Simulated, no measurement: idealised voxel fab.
Herein follows the process module entitled voxel self aligned contacts.
Xsec cut, 150 nm wide, square cell size 5 nm.
A cross-section is a grid of square cells, given in bands from the top down. A band is one or more rows of cells.
Band: top and bottom heights (nm) first, top before bottom; then materials from left to right, widths in nm. "all across" marks a sole material filling the band edge to edge. "air" denotes empty space.
Zero point of the height axis is 0; under it, received wafer = one material. Lowest band: continues down indefinitely, "z 0 and below".
It should be noted that a width expressed as "30 to 40" varies in equal increments from row to row of cells within the band, taking the value of the first number at the top row and that of the second number at the bottom row.
A step reported as "no alteration" is a step in which no cell of the cross-section changed.
Voids not open to the top, 8 cells minimum: see "Voids, sealed". Written width x height at distance; distance is from the left edge; nm.
That trailing text on a step's line, after the settings, is the simulator's own remark on the step.
"overlay nm" on a masked step: distance the mask lay right of its planned place, negative for left.

-- Process steps foreseen in the plan
1,RECEIVE | material Si
2,OXIDIZE | depth nm 5
3,DIRECTIONAL_DEP | material polySi | thk nm 30
4,DIRECTIONAL_DEP | material SiN | thk nm 20
5,MASKED_ETCH | tone cover | mask id GATE | width nm 35 | pitch nm 70 | etch materials SiN | depth nm 20 | overlay nm 0
6,MASKED_ETCH | tone cover | mask id GATE | width nm 35 | pitch nm 70 | etch materials polySi | depth nm 30 | overlay nm 0
7,CONFORMAL_DEP | material SiN | thk nm 5
8,DIRECTIONAL_ETCH | etch materials SiN | depth nm 5
9,FILL_DEP | material SiO2 | thk nm 15
10,CMP | height nm 60
11,PATTERN | tone open | mask id CONTACT | material resist | width nm 45 | thk nm 20 | overlay nm -15
12,DIRECTIONAL_ETCH | etch materials SiO2 | depth nm 65
13,STRIP | etch materials resist
14,CONFORMAL_DEP | material TiN | thk nm 5
15,FILL_DEP | material Ru | thk nm 10
16,CMP | height nm 60
17,CONFORMAL_DEP | material SiN | thk nm 5
Every wafer here starts from the same state; it is the step 11 overlay nm that distinguishes them, and the value the plan gives belongs to the first wafer.

-- first wafer as received, after step 1
* z 0 and below: Si all across
* Voids, sealed: none

-- The figure below presents a cross-section of the first of several wafers at the conclusion of the module, following its last step, step 17
* z 65 to 60: SiN all across
* z 60 to 50: SiO2 35, then TiN 5 to 30, then Ru 35 to 10, then TiN 5, then SiO2 70
* z 50 to 30: SiO2 15, then SiN 45, then TiN 5, then Ru 10, then TiN 5, then SiO2 5, then SiN 45, then SiO2 20
* z 30 to 0: SiO2 15, then SiN 5, then polySi 35, then SiN 5, then TiN 5, then Ru 10, then TiN 5, then SiO2 5, then SiN 5, then polySi 35, then SiN 5, then SiO2 20
* z 0 to -5: SiO2 60, then TiN 20, then SiO2 70
* z -5 and below: Si all across
* Voids, sealed: none

-- Cross-sectional depiction of the last of several wafers upon completion of the module
* z 65 to 60: SiN all across
* z 60 to 50: SiO2 65, then TiN 5, then Ru 35 to 10, then TiN 5 to 30, then SiO2 40
* z 50 to 30: SiO2 15, then SiN 45, then SiO2 5, then TiN 5, then Ru 10, then TiN 5, then SiN 45, then SiO2 20
* z 30 to 0: SiO2 15, then SiN 5, then polySi 35, then SiN 5, then SiO2 5, then TiN 5, then Ru 10, then TiN 5, then SiN 5, then polySi 35, then SiN 5, then SiO2 20
* z 0 to -5: SiO2 65, then TiN 20, then SiO2 65
* z -5 and below: Si all across
* Voids, sealed: none

-- Basically each wafer gets a line in the table, showing it at the end of the module: material by material, the cells it gained (+) or lost (-) since we got it, then its closed voids
overlay nm -15 | +29 Ru | -30 Si | +126 SiN | +148 SiO2 | +33 TiN | +84 polySi | Voids, sealed: none
overlay nm -10 | +40 Ru | -30 Si | +126 SiN | +137 SiO2 | +33 TiN | +84 polySi | Voids, sealed: none
overlay nm -5 | +40 Ru | -30 Si | +126 SiN | +137 SiO2 | +33 TiN | +84 polySi | Voids, sealed: none
overlay nm 0 | +40 Ru | -30 Si | +126 SiN | +137 SiO2 | +33 TiN | +84 polySi | Voids, sealed: none
overlay nm 5 | +40 Ru | -30 Si | +126 SiN | +137 SiO2 | +33 TiN | +84 polySi | Voids, sealed: none
overlay nm 10 | +40 Ru | -30 Si | +126 SiN | +137 SiO2 | +33 TiN | +84 polySi | Voids, sealed: none
overlay nm 15 | +29 Ru | -30 Si | +126 SiN | +148 SiO2 | +33 TiN | +84 polySi | Voids, sealed: none
